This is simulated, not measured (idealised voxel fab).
Herein follows the process module entitled voxel quadruple lines.
FYI the section here is cut, 200 nm wide, cells are 5 nm squares.
Heads up, the way a cross-section reads in here is a grid of square cells, handed over as bands from the top down, with every band being one or more rows of cells.
Each band's line starts with the height of the band's top and of its bottom, in nm. Then come its materials from left to right, each with its width in nm. One material with "all across" fills the band from edge to edge. "air" is empty space.
Heads up on the height convention: 0 is the point under which the incoming wafer is all one material, and the lowest band has no bottom, it just keeps going down, like "0 and below".
Top row gets the first number, bottom row gets the second, and each row in between changes by the same step: that is how a band width like "30 to 40" works.
"no modifications" (step): cross-section cells unchanged, all of them.
"Fully closed voids" lists enclosed empty spaces (at least 8 cells, no open path upward to the top), each as width x height at distance from the left edge, in nm.
The remark found on a step's line after its settings is issued by the simulator itself and pertains to that step.
overlay nm: right-of-plan distance of the mask on a masked step; negative values mean left-of-plan.

List of planned process steps:
- 1: RECEIVE, material Si
- 2: CONFORMAL_DEP, material Al2O3, thk nm 5
- 3: DIRECTIONAL_DEP, material Ru, thk nm 10
- 4: DIRECTIONAL_DEP, material polySi, thk nm 20
- 5: DIRECTIONAL_DEP, material aC, thk nm 20
- 6: PATTERN, tone cover, mask id MANDREL, material resist, width nm 20, pitch nm 60, thk nm 30, overlay nm 0
- 7: DIRECTIONAL_ETCH, etch materials aC, depth nm 20
- 8: STRIP, etch materials resist
- 9: CONFORMAL_DEP, material SiO2, thk nm 10
- 10: DIRECTIONAL_ETCH, etch materials SiO2, depth nm 10
- 11: STRIP, etch materials aC
- 12: DIRECTIONAL_ETCH, etch materials polySi, depth nm 20
- 13: STRIP, etch materials SiO2
- 14: CONFORMAL_DEP, material SiN, thk nm 5
- 15: DIRECTIONAL_ETCH, etch materials SiN, depth nm 5
- 16: STRIP, etch materials polySi
- 17: DIRECTIONAL_ETCH, etch materials Ru, depth nm 10
- 18: STRIP, etch materials SiN
- 19: FILL_DEP, material SiO2, thk nm 10
- 20: CMP, height nm 15

Cross-section of the wafer upon arrival, representing the state reached after step 1:
    0 and below: Si all across
    Fully closed voids: none

The plan above was carried out on the starting structure above with one mistake, and this cross-section shows the wafer at the end of the module:
    15 down to 5: polySi 45  Ru 5  polySi 10  Ru 5  polySi 10  Ru 5  polySi 10  Ru 5  polySi 10  Ru 5  polySi 10  Ru 5  polySi 10  Ru 5  polySi 10  Ru 5  polySi 45
    5 down to 0: Al2O3 all across
    0 and below: Si all across
    Fully closed voids: none
Against the plan, the run slipped here: not per plan at step 19, really ran FILL_DEP, material polySi, thk nm 10
